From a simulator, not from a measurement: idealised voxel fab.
Process module heading - voxel ribs on slabs
FYI the section here is cut, 235 nm wide, cells are 5 nm squares.
Each cross-section below is a grid of square cells, stated as bands in top-down order, with one or more rows of cells making up each band. Look at the band entry: it leads with the top's height and the bottom's height in nm. Then it lists the materials left to right, with a width in nm for each. The word "everywhere" on a single material says that material fills the band edge to edge. The word "air" is empty space. Where do heights start? At 0: under that level the wafer as delivered is made of one material only. And the lowest band has no floor; it just carries on downward, as in "0 -> down". When a width is written as two numbers, as in "30->40", the first number is the width in the top row of cells of the band and the second is the width in its bottom row, and the width changes by the same amount from each row to the next. "remained the same" after a step means that no cell of the cross-section changed. Closed empty spaces (no open way to the top) of 8 cells or more are what "Closed internal voids" lists, each as width x height at distance from the left edge, nm for all three. Heads up: the bit after the settings on a step's line is the simulator's remark on that step. What "overlay nm" on a step's line means: if the step has a mask, that mask lay this far to the right of its planned place, or, when the value is negative, to the left.

THE PROCESS STEPS THAT WERE PLANNED ARE LISTED BELOW
1,op RECEIVE | material Si
2,op DIRECTIONAL_DEP | material SiO2 | thk nm 20
3,op DIRECTIONAL_DEP | material polySi | thk nm 15
4,op DIRECTIONAL_DEP | material aC | thk nm 15
5,op PATTERN | tone cover | mask id RIB | material resist | width nm 30 | thk nm 30 | overlay nm 0
6,op DIRECTIONAL_ETCH | etch materials aC | depth nm 15
7,op STRIP | etch materials resist
8,op DIRECTIONAL_ETCH | etch materials polySi | depth nm 5
9,op STRIP | etch materials aC
10,op MASKED_ETCH | tone cover | mask id SLAB | width nm 80 | etch materials polySi | depth nm 10 | overlay nm 0
11,op FILL_DEP | material SiO2 | thk nm 30
12,op CMP | height nm 55
13,op DIRECTIONAL_DEP | material W | thk nm 5
14,op DIRECTIONAL_DEP | material aC | thk nm 15
15,op PATTERN | tone cover | mask id HEATER | material resist | width nm 40 | thk nm 30 | overlay nm 0
16,op DIRECTIONAL_ETCH | etch materials aC | depth nm 15
17,op STRIP | etch materials resist
18,op DIRECTIONAL_ETCH | etch materials W | depth nm 5
19,op STRIP | etch materials aC
20,op CONFORMAL_DEP | material SiO2 | thk nm 5

INCOMING WAFER IN CROSS-SECTION (STATE: AFTER STEP 1)
- 0 -> down: Si everywhere
- Closed internal voids: none

THE PLAN ABOVE WAS CARRIED OUT ON THE STARTING STRUCTURE ABOVE WITH ONE MISTAKE, AND THIS CROSS-SECTION SHOWS THE WAFER AT THE END OF THE MODULE
- 65 -> 60: air 90 nm, SiO2 50 nm, air 95 nm
- 60 -> 55: SiO2 95 nm, W 40 nm, SiO2 100 nm
- 55 -> 35: W everywhere
- 35 -> 30: W 100 nm, polySi 30 nm, W 105 nm
- 30 -> 20: W 75 nm, polySi 80 nm, W 80 nm
- 20 -> 0: SiO2 everywhere
- 0 -> down: Si everywhere
- Closed internal voids: none
The mistake made against the process plan was this: step 11 was not run as planned; what actually ran was op FILL_DEP | material W | thk nm 30
